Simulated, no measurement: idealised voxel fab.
Documented hereafter: the process module known as voxel lift off.
It is cross-section cut that appears here, measuring 240 nm in width, its square cells being 5 nm in size.
Cross-section layout: square cells on a grid; listed as bands, top to bottom; a band spans one or more cell rows.
For a band, the entry starts with two heights in nm, that of the top and then that of the bottom, and carries on with the band's materials in order from left to right, each alongside its width in nm; the word "all across" beside a single material means it fills the band edge to edge, and "air" means empty space.
Where do heights start? At 0: under that level the wafer as delivered is made of one material only. And the lowest band has no floor; it just carries on downward, as in "0 down".
When a width is written as two numbers, as in "30..40", the first number is the width in the top row of cells of the band and the second is the width in its bottom row, and the width changes by the same amount from each row to the next.
Step note "all unchanged" = no cross-section cell changed.
"Enclosed internal voids": empty spaces of 8 cells or more with no open way to the top, each given as width x height at distance, distance from the left edge, all in nm.
after a step's settings: what the simulator itself notes on the step
overlay nm: how far to the right of its planned place the mask lay on this masked step (negative: to the left).

## The process steps that were planned are listed below
- 1: RECEIVE with material Si
- 2: CONFORMAL_DEP with material Al2O3, thk nm 5
- 3: PATTERN with tone open, mask id LINES, material resist, width nm 25, pitch nm 55, thk nm 20, overlay nm 0
- 4: DIRECTIONAL_DEP with material Ru, thk nm 5
- 5: STRIP with etch materials resist
- 6: CONFORMAL_DEP with material SiN, thk nm 10

## So this is the incoming wafer in cross-section - it's already been through step 1
- 0 down = Si all across
- Enclosed internal voids: none

## Cross-section, first of two wafers, end of module, run as planned
- 20 to 15 = air 70, then SiN 45, then air 10, then SiN 45, then air 70
- 15 to 10 = SiN all across
- 10 to 5 = SiN 80, then Ru 25, then SiN 30, then Ru 25, then SiN 80
- 5 to 0 = Al2O3 all across
- 0 down = Si all across
- Enclosed internal voids: none

## Here's the second of our two wafers sectioned at module end. Same start as the first, same plan, but one mistake got made running it
- 20 to 15 = air 80, then SiN 45, then air 10, then SiN 45, then air 60
- 15 to 10 = SiN all across
- 10 to 5 = SiN 90, then Ru 25, then SiN 30, then Ru 25, then SiN 70
- 5 to 0 = Al2O3 all across
- 0 down = Si all across
- Enclosed internal voids: none
So what did we get wrong on this run? step 3 was processed under conditions differing from the plan, specifically as PATTERN with tone open, mask id LINES, material resist, width nm 25, pitch nm 55, thk nm 20, overlay nm 10
Upon completion, the cell count for each material on the second wafer equals that on the first, whereas the spatial distribution of those cells differs.
